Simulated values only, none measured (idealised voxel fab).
process module | voxel wiring stack
cross-section cut | 285 nm wide | cells 5 nm
A cross-section is a grid of square cells, given in bands from the top down. A band is one or more rows of cells.
Each band's line starts with the height of the band's top and of its bottom, in nm. Then come its materials from left to right, each with its width in nm. One material with "throughout" fills the band from edge to edge. "air" is empty space.
Height 0 is the level under which the wafer as received is all one material. The lowest band goes on downwards, as in "0 down".
A width such as "30 to 40" changes by the same amount from each row of cells to the next, from the band's top row to its bottom row.
"no change" after a step means that no cell of the cross-section changed.
closed voids: empty space of 8 cells or more with no open way to the top, each as width x height at its distance from the left edge, in nm
after a step's settings: what the simulator itself notes on the step
overlay nm, on a step with a mask: how far to the right of its planned place the mask lay; to the left if negative
plan
1 op RECEIVE | material Si
2 op CONFORMAL_DEP | material SiO2 | thk nm 15
3 op CONFORMAL_DEP | material SiCN | thk nm 5
4 op DIRECTIONAL_DEP | material lowk | thk nm 25
5 op MASKED_ETCH | tone open | mask id METAL_1 | width nm 25 | pitch nm 50 | etch materials lowk | depth nm 25 | overlay nm 0
6 op MASKED_ETCH | tone open | mask id METAL_1 | width nm 25 | pitch nm 50 | etch materials SiCN | depth nm 5 | overlay nm 0
7 op CONFORMAL_DEP | material TiN | thk nm 5
8 op FILL_DEP | material Cu | thk nm 10
9 op CMP | height nm 45
10 op CONFORMAL_DEP | material SiCN | thk nm 5
11 op DIRECTIONAL_DEP | material lowk | thk nm 15
12 op DIRECTIONAL_DEP | material aC | thk nm 10
13 op PATTERN | tone open | mask id PLUG_1 | material resist | width nm 15 | pitch nm 50 | thk nm 25 | overlay nm 0
14 op DIRECTIONAL_ETCH | etch materials aC | depth nm 10
15 op STRIP | etch materials resist
16 op DIRECTIONAL_ETCH | etch materials lowk | depth nm 15
17 op DIRECTIONAL_ETCH | etch materials SiCN | depth nm 5
18 op STRIP | etch materials aC
19 op CONFORMAL_DEP | material TiN | thk nm 5
20 op FILL_DEP | material Cu | thk nm 5
21 op CMP | height nm 65
22 op CONFORMAL_DEP | material SiCN | thk nm 5
23 op DIRECTIONAL_DEP | material SiO2 | thk nm 25
24 op DIRECTIONAL_DEP | material aC | thk nm 15
25 op PATTERN | tone open | mask id METAL_2 | material resist | width nm 25 | pitch nm 50 | thk nm 30 | overlay nm 0
26 op DIRECTIONAL_ETCH | etch materials aC | depth nm 15
27 op STRIP | etch materials resist
28 op DIRECTIONAL_ETCH | etch materials SiO2 | depth nm 25
29 op DIRECTIONAL_ETCH | etch materials SiCN | depth nm 5
30 op STRIP | etch materials aC
31 op CONFORMAL_DEP | material TiN | thk nm 5
32 op FILL_DEP | material Cu | thk nm 10
33 op CMP | height nm 95
34 op EPI | material Ru | thk nm 5
35 op FILL_DEP | material SiCN | thk nm 5
36 op DIRECTIONAL_DEP | material SiO2 | thk nm 30
37 op MASKED_ETCH | tone open | mask id METAL_3_HOLES | width nm 15 | pitch nm 50 | etch materials SiO2 | depth nm 30 | overlay nm 0
38 op DIRECTIONAL_DEP | material aC | thk nm 15
39 op PATTERN | tone open | mask id METAL_3 | material resist | width nm 25 | pitch nm 50 | thk nm 30 | overlay nm 0
40 op DIRECTIONAL_ETCH | etch materials aC | depth nm 15
41 op STRIP | etch materials resist
42 op DIRECTIONAL_ETCH | etch materials SiO2 | depth nm 20
43 op DIRECTIONAL_ETCH | etch materials SiCN | depth nm 5
44 op STRIP | etch materials aC
45 op CONFORMAL_DEP | material TiN | thk nm 5
46 op FILL_DEP | material Cu | thk nm 10
47 op CMP | height nm 135
48 op CONFORMAL_DEP | material SiCN | thk nm 5
first wafer, as planned
as received, after step 1
  0 down: Si throughout
  closed voids: none
after step 2
  15 to 0: SiO2 throughout
  below 0: unchanged
after step 3
  20 to 15: SiCN throughout
  below 15: unchanged
after step 4
  45 to 20: lowk throughout
  below 20: unchanged
after step 5
  45 to 20: lowk 55 | air 25 | lowk 25 | air 25 | lowk 25 | air 25 | lowk 25 | air 25 | lowk 55
  below 20: unchanged
after step 6
  45 to 20: lowk 55 | air 25 | lowk 25 | air 25 | lowk 25 | air 25 | lowk 25 | air 25 | lowk 55
  20 to 15: SiCN 55 | air 25 | SiCN 25 | air 25 | SiCN 25 | air 25 | SiCN 25 | air 25 | SiCN 55
  below 15: unchanged
after step 7
  50 to 45: TiN 60 | air 15 | TiN 35 | air 15 | TiN 35 | air 15 | TiN 35 | air 15 | TiN 60
  45 to 20: lowk 55 | TiN 5 | air 15 | TiN 5 | lowk 25 | TiN 5 | air 15 | TiN 5 | lowk 25 | TiN 5 | air 15 | TiN 5 | lowk 25 | TiN 5 | air 15 | TiN 5 | lowk 55
  20 to 15: SiCN 55 | TiN 25 | SiCN 25 | TiN 25 | SiCN 25 | TiN 25 | SiCN 25 | TiN 25 | SiCN 55
  below 15: unchanged
after step 8
  60 to 50: Cu throughout
  50 to 45: TiN 60 | Cu 15 | TiN 35 | Cu 15 | TiN 35 | Cu 15 | TiN 35 | Cu 15 | TiN 60
  45 to 20: lowk 55 | TiN 5 | Cu 15 | TiN 5 | lowk 25 | TiN 5 | Cu 15 | TiN 5 | lowk 25 | TiN 5 | Cu 15 | TiN 5 | lowk 25 | TiN 5 | Cu 15 | TiN 5 | lowk 55
  below 20: unchanged
after step 9
  45 to 20: lowk 55 | TiN 5 | Cu 15 | TiN 5 | lowk 25 | TiN 5 | Cu 15 | TiN 5 | lowk 25 | TiN 5 | Cu 15 | TiN 5 | lowk 25 | TiN 5 | Cu 15 | TiN 5 | lowk 55
  below 20: unchanged
after step 10
  50 to 45: SiCN throughout
  below 45: unchanged
after step 11
  65 to 50: lowk throughout
  below 50: unchanged
after step 12
  75 to 65: aC throughout
  below 65: unchanged
after step 13
  100 to 75: resist 55 | air 15 | resist 35 | air 15 | resist 35 | air 15 | resist 35 | air 15 | resist 65
  below 75: unchanged
after step 14
  90 to 75: resist 55 | air 15 | resist 35 | air 15 | resist 35 | air 15 | resist 35 | air 15 | resist 65
  75 to 65: aC 55 | air 15 | aC 35 | air 15 | aC 35 | air 15 | aC 35 | air 15 | aC 65
  below 65: unchanged
after step 15
  75 to 65: aC 55 | air 15 | aC 35 | air 15 | aC 35 | air 15 | aC 35 | air 15 | aC 65
  below 65: unchanged
after step 16
  75 to 65: aC 55 | air 15 | aC 35 | air 15 | aC 35 | air 15 | aC 35 | air 15 | aC 65
  65 to 50: lowk 55 | air 15 | lowk 35 | air 15 | lowk 35 | air 15 | lowk 35 | air 15 | lowk 65
  below 50: unchanged
after step 17
  75 to 65: aC 55 | air 15 | aC 35 | air 15 | aC 35 | air 15 | aC 35 | air 15 | aC 65
  65 to 50: lowk 55 | air 15 | lowk 35 | air 15 | lowk 35 | air 15 | lowk 35 | air 15 | lowk 65
  50 to 45: SiCN 55 | air 15 | SiCN 35 | air 15 | SiCN 35 | air 15 | SiCN 35 | air 15 | SiCN 65
  below 45: unchanged
after step 18
  65 to 50: lowk 55 | air 15 | lowk 35 | air 15 | lowk 35 | air 15 | lowk 35 | air 15 | lowk 65
  below 50: unchanged
after step 19
  70 to 65: TiN 60 | air 5 | TiN 45 | air 5 | TiN 45 | air 5 | TiN 45 | air 5 | TiN 70
  65 to 50: lowk 55 | TiN 5 | air 5 | TiN 5 | lowk 35 | TiN 5 | air 5 | TiN 5 | lowk 35 | TiN 5 | air 5 | TiN 5 | lowk 35 | TiN 5 | air 5 | TiN 5 | lowk 65
  50 to 45: SiCN 55 | TiN 15 | SiCN 35 | TiN 15 | SiCN 35 | TiN 15 | SiCN 35 | TiN 15 | SiCN 65
  below 45: unchanged
after step 20
  75 to 70: Cu throughout
  70 to 65: TiN 60 | Cu 5 | TiN 45 | Cu 5 | TiN 45 | Cu 5 | TiN 45 | Cu 5 | TiN 70
  65 to 50: lowk 55 | TiN 5 | Cu 5 | TiN 5 | lowk 35 | TiN 5 | Cu 5 | TiN 5 | lowk 35 | TiN 5 | Cu 5 | TiN 5 | lowk 35 | TiN 5 | Cu 5 | TiN 5 | lowk 65
  below 50: unchanged
after step 21
  65 to 50: lowk 55 | TiN 5 | Cu 5 | TiN 5 | lowk 35 | TiN 5 | Cu 5 | TiN 5 | lowk 35 | TiN 5 | Cu 5 | TiN 5 | lowk 35 | TiN 5 | Cu 5 | TiN 5 | lowk 65
  below 50: unchanged
after step 22
  70 to 65: SiCN throughout
  below 65: unchanged
after step 23
  95 to 70: SiO2 throughout
  below 70: unchanged
after step 24
  110 to 95: aC throughout
  below 95: unchanged
after step 25
  140 to 110: resist 55 | air 25 | resist 25 | air 25 | resist 25 | air 25 | resist 25 | air 25 | resist 55
  below 110: unchanged
after step 26
  125 to 110: resist 55 | air 25 | resist 25 | air 25 | resist 25 | air 25 | resist 25 | air 25 | resist 55
  110 to 95: aC 55 | air 25 | aC 25 | air 25 | aC 25 | air 25 | aC 25 | air 25 | aC 55
  below 95: unchanged
after step 27
  110 to 95: aC 55 | air 25 | aC 25 | air 25 | aC 25 | air 25 | aC 25 | air 25 | aC 55
  below 95: unchanged
after step 28
  110 to 95: aC 55 | air 25 | aC 25 | air 25 | aC 25 | air 25 | aC 25 | air 25 | aC 55
  95 to 70: SiO2 55 | air 25 | SiO2 25 | air 25 | SiO2 25 | air 25 | SiO2 25 | air 25 | SiO2 55
  below 70: unchanged
after step 29
  110 to 95: aC 55 | air 25 | aC 25 | air 25 | aC 25 | air 25 | aC 25 | air 25 | aC 55
  95 to 70: SiO2 55 | air 25 | SiO2 25 | air 25 | SiO2 25 | air 25 | SiO2 25 | air 25 | SiO2 55
  70 to 65: SiCN 55 | air 25 | SiCN 25 | air 25 | SiCN 25 | air 25 | SiCN 25 | air 25 | SiCN 55
  below 65: unchanged
after step 30
  95 to 70: SiO2 55 | air 25 | SiO2 25 | air 25 | SiO2 25 | air 25 | SiO2 25 | air 25 | SiO2 55
  below 70: unchanged
after step 31
  100 to 95: TiN 60 | air 15 | TiN 35 | air 15 | TiN 35 | air 15 | TiN 35 | air 15 | TiN 60
  95 to 70: SiO2 55 | TiN 5 | air 15 | TiN 5 | SiO2 25 | TiN 5 | air 15 | TiN 5 | SiO2 25 | TiN 5 | air 15 | TiN 5 | SiO2 25 | TiN 5 | air 15 | TiN 5 | SiO2 55
  70 to 65: SiCN 55 | TiN 25 | SiCN 25 | TiN 25 | SiCN 25 | TiN 25 | SiCN 25 | TiN 25 | SiCN 55
  below 65: unchanged
after step 32
  110 to 100: Cu throughout
  100 to 95: TiN 60 | Cu 15 | TiN 35 | Cu 15 | TiN 35 | Cu 15 | TiN 35 | Cu 15 | TiN 60
  95 to 70: SiO2 55 | TiN 5 | Cu 15 | TiN 5 | SiO2 25 | TiN 5 | Cu 15 | TiN 5 | SiO2 25 | TiN 5 | Cu 15 | TiN 5 | SiO2 25 | TiN 5 | Cu 15 | TiN 5 | SiO2 55
  below 70: unchanged
after step 33
  95 to 70: SiO2 55 | TiN 5 | Cu 15 | TiN 5 | SiO2 25 | TiN 5 | Cu 15 | TiN 5 | SiO2 25 | TiN 5 | Cu 15 | TiN 5 | SiO2 25 | TiN 5 | Cu 15 | TiN 5 | SiO2 55
  below 70: unchanged
after step 34
  100 to 95: air 50 | Ru 35 | air 15 | Ru 35 | air 15 | Ru 35 | air 15 | Ru 35 | air 50
  below 95: unchanged
after step 35
  105 to 100: SiCN throughout
  100 to 95: SiCN 50 | Ru 35 | SiCN 15 | Ru 35 | SiCN 15 | Ru 35 | SiCN 15 | Ru 35 | SiCN 50
  below 95: unchanged
after step 36
  135 to 105: SiO2 throughout
  below 105: unchanged
after step 37
  135 to 105: SiO2 55 | air 15 | SiO2 35 | air 15 | SiO2 35 | air 15 | SiO2 35 | air 15 | SiO2 65
  below 105: unchanged
after step 38
  150 to 135: aC 55 | air 15 | aC 35 | air 15 | aC 35 | air 15 | aC 35 | air 15 | aC 65
  135 to 120: SiO2 55 | air 15 | SiO2 35 | air 15 | SiO2 35 | air 15 | SiO2 35 | air 15 | SiO2 65
  120 to 105: SiO2 55 | aC 15 | SiO2 35 | aC 15 | SiO2 35 | aC 15 | SiO2 35 | aC 15 | SiO2 65
  below 105: unchanged
after step 39
  180 to 150: resist 55 | air 25 | resist 25 | air 25 | resist 25 | air 25 | resist 25 | air 25 | resist 55
  below 150: unchanged
after step 40
  165 to 150: resist 55 | air 25 | resist 25 | air 25 | resist 25 | air 25 | resist 25 | air 25 | resist 55
  150 to 135: aC 55 | air 25 | aC 25 | air 25 | aC 25 | air 25 | aC 25 | air 25 | aC 55
  135 to 105: SiO2 55 | air 15 | SiO2 35 | air 15 | SiO2 35 | air 15 | SiO2 35 | air 15 | SiO2 65
  below 105: unchanged
after step 41
  150 to 135: aC 55 | air 25 | aC 25 | air 25 | aC 25 | air 25 | aC 25 | air 25 | aC 55
  below 135: unchanged
after step 42
  150 to 135: aC 55 | air 25 | aC 25 | air 25 | aC 25 | air 25 | aC 25 | air 25 | aC 55
  135 to 115: SiO2 55 | air 25 | SiO2 25 | air 25 | SiO2 25 | air 25 | SiO2 25 | air 25 | SiO2 55
  below 115: unchanged
after step 43
  150 to 135: aC 55 | air 25 | aC 25 | air 25 | aC 25 | air 25 | aC 25 | air 25 | aC 55
  135 to 115: SiO2 55 | air 25 | SiO2 25 | air 25 | SiO2 25 | air 25 | SiO2 25 | air 25 | SiO2 55
  115 to 105: SiO2 55 | air 15 | SiO2 35 | air 15 | SiO2 35 | air 15 | SiO2 35 | air 15 | SiO2 65
  105 to 100: SiCN 55 | air 15 | SiCN 35 | air 15 | SiCN 35 | air 15 | SiCN 35 | air 15 | SiCN 65
  below 100: unchanged
after step 44
  135 to 115: SiO2 55 | air 25 | SiO2 25 | air 25 | SiO2 25 | air 25 | SiO2 25 | air 25 | SiO2 55
  below 115: unchanged
after step 45
  140 to 135: TiN 60 | air 15 | TiN 35 | air 15 | TiN 35 | air 15 | TiN 35 | air 15 | TiN 60
  135 to 120: SiO2 55 | TiN 5 | air 15 | TiN 5 | SiO2 25 | TiN 5 | air 15 | TiN 5 | SiO2 25 | TiN 5 | air 15 | TiN 5 | SiO2 25 | TiN 5 | air 15 | TiN 5 | SiO2 55
  120 to 115: SiO2 55 | TiN 5 | air 5 | TiN 15 | SiO2 25 | TiN 5 | air 5 | TiN 15 | SiO2 25 | TiN 5 | air 5 | TiN 15 | SiO2 25 | TiN 5 | air 5 | TiN 15 | SiO2 55
  115 to 105: SiO2 55 | TiN 5 | air 5 | TiN 5 | SiO2 35 | TiN 5 | air 5 | TiN 5 | SiO2 35 | TiN 5 | air 5 | TiN 5 | SiO2 35 | TiN 5 | air 5 | TiN 5 | SiO2 65
  105 to 100: SiCN 55 | TiN 15 | SiCN 35 | TiN 15 | SiCN 35 | TiN 15 | SiCN 35 | TiN 15 | SiCN 65
  below 100: unchanged
after step 46
  150 to 140: Cu throughout
  140 to 135: TiN 60 | Cu 15 | TiN 35 | Cu 15 | TiN 35 | Cu 15 | TiN 35 | Cu 15 | TiN 60
  135 to 120: SiO2 55 | TiN 5 | Cu 15 | TiN 5 | SiO2 25 | TiN 5 | Cu 15 | TiN 5 | SiO2 25 | TiN 5 | Cu 15 | TiN 5 | SiO2 25 | TiN 5 | Cu 15 | TiN 5 | SiO2 55
  120 to 115: SiO2 55 | TiN 5 | Cu 5 | TiN 15 | SiO2 25 | TiN 5 | Cu 5 | TiN 15 | SiO2 25 | TiN 5 | Cu 5 | TiN 15 | SiO2 25 | TiN 5 | Cu 5 | TiN 15 | SiO2 55
  115 to 105: SiO2 55 | TiN 5 | Cu 5 | TiN 5 | SiO2 35 | TiN 5 | Cu 5 | TiN 5 | SiO2 35 | TiN 5 | Cu 5 | TiN 5 | SiO2 35 | TiN 5 | Cu 5 | TiN 5 | SiO2 65
  below 105: unchanged
after step 47
  135 to 120: SiO2 55 | TiN 5 | Cu 15 | TiN 5 | SiO2 25 | TiN 5 | Cu 15 | TiN 5 | SiO2 25 | TiN 5 | Cu 15 | TiN 5 | SiO2 25 | TiN 5 | Cu 15 | TiN 5 | SiO2 55
  below 120: unchanged
after step 48
  140 to 135: SiCN throughout
  below 135: unchanged
second wafer: like start, like plan, one mistake. Through step 12 it matches the first wafer
when step 13 should have ended
  100 to 75: resist 60 | air 15 | resist 35 | air 15 | resist 35 | air 15 | resist 35 | air 15 | resist 60
  below 75: unchanged
when step 14 should have ended
  90 to 75: resist 60 | air 15 | resist 35 | air 15 | resist 35 | air 15 | resist 35 | air 15 | resist 60
  75 to 65: aC 60 | air 15 | aC 35 | air 15 | aC 35 | air 15 | aC 35 | air 15 | aC 60
  below 65: unchanged
when step 15 should have ended
  75 to 65: aC 60 | air 15 | aC 35 | air 15 | aC 35 | air 15 | aC 35 | air 15 | aC 60
  below 65: unchanged
when step 16 should have ended
  75 to 65: aC 60 | air 15 | aC 35 | air 15 | aC 35 | air 15 | aC 35 | air 15 | aC 60
  65 to 50: lowk 60 | air 15 | lowk 35 | air 15 | lowk 35 | air 15 | lowk 35 | air 15 | lowk 60
  below 50: unchanged
when step 17 should have ended
  75 to 65: aC 60 | air 15 | aC 35 | air 15 | aC 35 | air 15 | aC 35 | air 15 | aC 60
  65 to 50: lowk 60 | air 15 | lowk 35 | air 15 | lowk 35 | air 15 | lowk 35 | air 15 | lowk 60
  50 to 45: SiCN 60 | air 15 | SiCN 35 | air 15 | SiCN 35 | air 15 | SiCN 35 | air 15 | SiCN 60
  below 45: unchanged
when step 18 should have ended
  65 to 50: lowk 60 | air 15 | lowk 35 | air 15 | lowk 35 | air 15 | lowk 35 | air 15 | lowk 60
  below 50: unchanged
when step 19 should have ended
  70 to 65: TiN 65 | air 5 | TiN 45 | air 5 | TiN 45 | air 5 | TiN 45 | air 5 | TiN 65
  65 to 50: lowk 60 | TiN 5 | air 5 | TiN 5 | lowk 35 | TiN 5 | air 5 | TiN 5 | lowk 35 | TiN 5 | air 5 | TiN 5 | lowk 35 | TiN 5 | air 5 | TiN 5 | lowk 60
  50 to 45: SiCN 60 | TiN 15 | SiCN 35 | TiN 15 | SiCN 35 | TiN 15 | SiCN 35 | TiN 15 | SiCN 60
  below 45: unchanged
when step 20 should have ended
  75 to 70: Cu throughout
  70 to 65: TiN 65 | Cu 5 | TiN 45 | Cu 5 | TiN 45 | Cu 5 | TiN 45 | Cu 5 | TiN 65
  65 to 50: lowk 60 | TiN 5 | Cu 5 | TiN 5 | lowk 35 | TiN 5 | Cu 5 | TiN 5 | lowk 35 | TiN 5 | Cu 5 | TiN 5 | lowk 35 | TiN 5 | Cu 5 | TiN 5 | lowk 60
  below 50: unchanged
when step 21 should have ended
  65 to 50: lowk 60 | TiN 5 | Cu 5 | TiN 5 | lowk 35 | TiN 5 | Cu 5 | TiN 5 | lowk 35 | TiN 5 | Cu 5 | TiN 5 | lowk 35 | TiN 5 | Cu 5 | TiN 5 | lowk 60
  below 50: unchanged
when step 22 should have ended
  70 to 65: SiCN throughout
  below 65: unchanged
when step 23 should have ended
  95 to 70: SiO2 throughout
  below 70: unchanged
when step 24 should have ended
  110 to 95: aC throughout
  below 95: unchanged
when step 25 should have ended
  140 to 110: resist 55 | air 25 | resist 25 | air 25 | resist 25 | air 25 | resist 25 | air 25 | resist 55
  below 110: unchanged
when step 26 should have ended
  125 to 110: resist 55 | air 25 | resist 25 | air 25 | resist 25 | air 25 | resist 25 | air 25 | resist 55
  110 to 95: aC 55 | air 25 | aC 25 | air 25 | aC 25 | air 25 | aC 25 | air 25 | aC 55
  below 95: unchanged
when step 27 should have ended
  110 to 95: aC 55 | air 25 | aC 25 | air 25 | aC 25 | air 25 | aC 25 | air 25 | aC 55
  below 95: unchanged
when step 28 should have ended
  110 to 95: aC 55 | air 25 | aC 25 | air 25 | aC 25 | air 25 | aC 25 | air 25 | aC 55
  95 to 70: SiO2 55 | air 25 | SiO2 25 | air 25 | SiO2 25 | air 25 | SiO2 25 | air 25 | SiO2 55
  below 70: unchanged
when step 29 should have ended
  110 to 95: aC 55 | air 25 | aC 25 | air 25 | aC 25 | air 25 | aC 25 | air 25 | aC 55
  95 to 70: SiO2 55 | air 25 | SiO2 25 | air 25 | SiO2 25 | air 25 | SiO2 25 | air 25 | SiO2 55
  70 to 65: SiCN 55 | air 25 | SiCN 25 | air 25 | SiCN 25 | air 25 | SiCN 25 | air 25 | SiCN 55
  below 65: unchanged
when step 30 should have ended
  95 to 70: SiO2 55 | air 25 | SiO2 25 | air 25 | SiO2 25 | air 25 | SiO2 25 | air 25 | SiO2 55
  below 70: unchanged
when step 31 should have ended
  100 to 95: TiN 60 | air 15 | TiN 35 | air 15 | TiN 35 | air 15 | TiN 35 | air 15 | TiN 60
  95 to 70: SiO2 55 | TiN 5 | air 15 | TiN 5 | SiO2 25 | TiN 5 | air 15 | TiN 5 | SiO2 25 | TiN 5 | air 15 | TiN 5 | SiO2 25 | TiN 5 | air 15 | TiN 5 | SiO2 55
  70 to 65: SiCN 55 | TiN 25 | SiCN 25 | TiN 25 | SiCN 25 | TiN 25 | SiCN 25 | TiN 25 | SiCN 55
  below 65: unchanged
when step 32 should have ended
  110 to 100: Cu throughout
  100 to 95: TiN 60 | Cu 15 | TiN 35 | Cu 15 | TiN 35 | Cu 15 | TiN 35 | Cu 15 | TiN 60
  95 to 70: SiO2 55 | TiN 5 | Cu 15 | TiN 5 | SiO2 25 | TiN 5 | Cu 15 | TiN 5 | SiO2 25 | TiN 5 | Cu 15 | TiN 5 | SiO2 25 | TiN 5 | Cu 15 | TiN 5 | SiO2 55
  below 70: unchanged
when step 33 should have ended
  95 to 70: SiO2 55 | TiN 5 | Cu 15 | TiN 5 | SiO2 25 | TiN 5 | Cu 15 | TiN 5 | SiO2 25 | TiN 5 | Cu 15 | TiN 5 | SiO2 25 | TiN 5 | Cu 15 | TiN 5 | SiO2 55
  below 70: unchanged
when step 34 should have ended
  100 to 95: air 50 | Ru 35 | air 15 | Ru 35 | air 15 | Ru 35 | air 15 | Ru 35 | air 50
  below 95: unchanged
when step 35 should have ended
  105 to 100: SiCN throughout
  100 to 95: SiCN 50 | Ru 35 | SiCN 15 | Ru 35 | SiCN 15 | Ru 35 | SiCN 15 | Ru 35 | SiCN 50
  below 95: unchanged
when step 36 should have ended
  135 to 105: SiO2 throughout
  below 105: unchanged
when step 37 should have ended
  135 to 105: SiO2 55 | air 15 | SiO2 35 | air 15 | SiO2 35 | air 15 | SiO2 35 | air 15 | SiO2 65
  below 105: unchanged
when step 38 should have ended
  150 to 135: aC 55 | air 15 | aC 35 | air 15 | aC 35 | air 15 | aC 35 | air 15 | aC 65
  135 to 120: SiO2 55 | air 15 | SiO2 35 | air 15 | SiO2 35 | air 15 | SiO2 35 | air 15 | SiO2 65
  120 to 105: SiO2 55 | aC 15 | SiO2 35 | aC 15 | SiO2 35 | aC 15 | SiO2 35 | aC 15 | SiO2 65
  below 105: unchanged
when step 39 should have ended
  180 to 150: resist 55 | air 25 | resist 25 | air 25 | resist 25 | air 25 | resist 25 | air 25 | resist 55
  below 150: unchanged
when step 40 should have ended
  165 to 150: resist 55 | air 25 | resist 25 | air 25 | resist 25 | air 25 | resist 25 | air 25 | resist 55
  150 to 135: aC 55 | air 25 | aC 25 | air 25 | aC 25 | air 25 | aC 25 | air 25 | aC 55
  135 to 105: SiO2 55 | air 15 | SiO2 35 | air 15 | SiO2 35 | air 15 | SiO2 35 | air 15 | SiO2 65
  below 105: unchanged
when step 41 should have ended
  150 to 135: aC 55 | air 25 | aC 25 | air 25 | aC 25 | air 25 | aC 25 | air 25 | aC 55
  below 135: unchanged
when step 42 should have ended
  150 to 135: aC 55 | air 25 | aC 25 | air 25 | aC 25 | air 25 | aC 25 | air 25 | aC 55
  135 to 115: SiO2 55 | air 25 | SiO2 25 | air 25 | SiO2 25 | air 25 | SiO2 25 | air 25 | SiO2 55
  below 115: unchanged
when step 43 should have ended
  150 to 135: aC 55 | air 25 | aC 25 | air 25 | aC 25 | air 25 | aC 25 | air 25 | aC 55
  135 to 115: SiO2 55 | air 25 | SiO2 25 | air 25 | SiO2 25 | air 25 | SiO2 25 | air 25 | SiO2 55
  115 to 105: SiO2 55 | air 15 | SiO2 35 | air 15 | SiO2 35 | air 15 | SiO2 35 | air 15 | SiO2 65
  105 to 100: SiCN 55 | air 15 | SiCN 35 | air 15 | SiCN 35 | air 15 | SiCN 35 | air 15 | SiCN 65
  below 100: unchanged
when step 44 should have ended
  135 to 115: SiO2 55 | air 25 | SiO2 25 | air 25 | SiO2 25 | air 25 | SiO2 25 | air 25 | SiO2 55
  below 115: unchanged
when step 45 should have ended
  140 to 135: TiN 60 | air 15 | TiN 35 | air 15 | TiN 35 | air 15 | TiN 35 | air 15 | TiN 60
  135 to 120: SiO2 55 | TiN 5 | air 15 | TiN 5 | SiO2 25 | TiN 5 | air 15 | TiN 5 | SiO2 25 | TiN 5 | air 15 | TiN 5 | SiO2 25 | TiN 5 | air 15 | TiN 5 | SiO2 55
  120 to 115: SiO2 55 | TiN 5 | air 5 | TiN 15 | SiO2 25 | TiN 5 | air 5 | TiN 15 | SiO2 25 | TiN 5 | air 5 | TiN 15 | SiO2 25 | TiN 5 | air 5 | TiN 15 | SiO2 55
  115 to 105: SiO2 55 | TiN 5 | air 5 | TiN 5 | SiO2 35 | TiN 5 | air 5 | TiN 5 | SiO2 35 | TiN 5 | air 5 | TiN 5 | SiO2 35 | TiN 5 | air 5 | TiN 5 | SiO2 65
  105 to 100: SiCN 55 | TiN 15 | SiCN 35 | TiN 15 | SiCN 35 | TiN 15 | SiCN 35 | TiN 15 | SiCN 65
  below 100: unchanged
when step 46 should have ended
  150 to 140: Cu throughout
  140 to 135: TiN 60 | Cu 15 | TiN 35 | Cu 15 | TiN 35 | Cu 15 | TiN 35 | Cu 15 | TiN 60
  135 to 120: SiO2 55 | TiN 5 | Cu 15 | TiN 5 | SiO2 25 | TiN 5 | Cu 15 | TiN 5 | SiO2 25 | TiN 5 | Cu 15 | TiN 5 | SiO2 25 | TiN 5 | Cu 15 | TiN 5 | SiO2 55
  120 to 115: SiO2 55 | TiN 5 | Cu 5 | TiN 15 | SiO2 25 | TiN 5 | Cu 5 | TiN 15 | SiO2 25 | TiN 5 | Cu 5 | TiN 15 | SiO2 25 | TiN 5 | Cu 5 | TiN 15 | SiO2 55
  115 to 105: SiO2 55 | TiN 5 | Cu 5 | TiN 5 | SiO2 35 | TiN 5 | Cu 5 | TiN 5 | SiO2 35 | TiN 5 | Cu 5 | TiN 5 | SiO2 35 | TiN 5 | Cu 5 | TiN 5 | SiO2 65
  below 105: unchanged
when step 47 should have ended
  135 to 120: SiO2 55 | TiN 5 | Cu 15 | TiN 5 | SiO2 25 | TiN 5 | Cu 15 | TiN 5 | SiO2 25 | TiN 5 | Cu 15 | TiN 5 | SiO2 25 | TiN 5 | Cu 15 | TiN 5 | SiO2 55
  below 120: unchanged
when step 48 should have ended
  140 to 135: SiCN throughout
  below 135: unchanged
what went wrong: step 13 ran as: op PATTERN | tone open | mask id PLUG_1 | material resist | width nm 15 | pitch nm 50 | thk nm 25 | overlay nm 5
at the end the second wafer has, in cells: as many of each material as the first, in other places
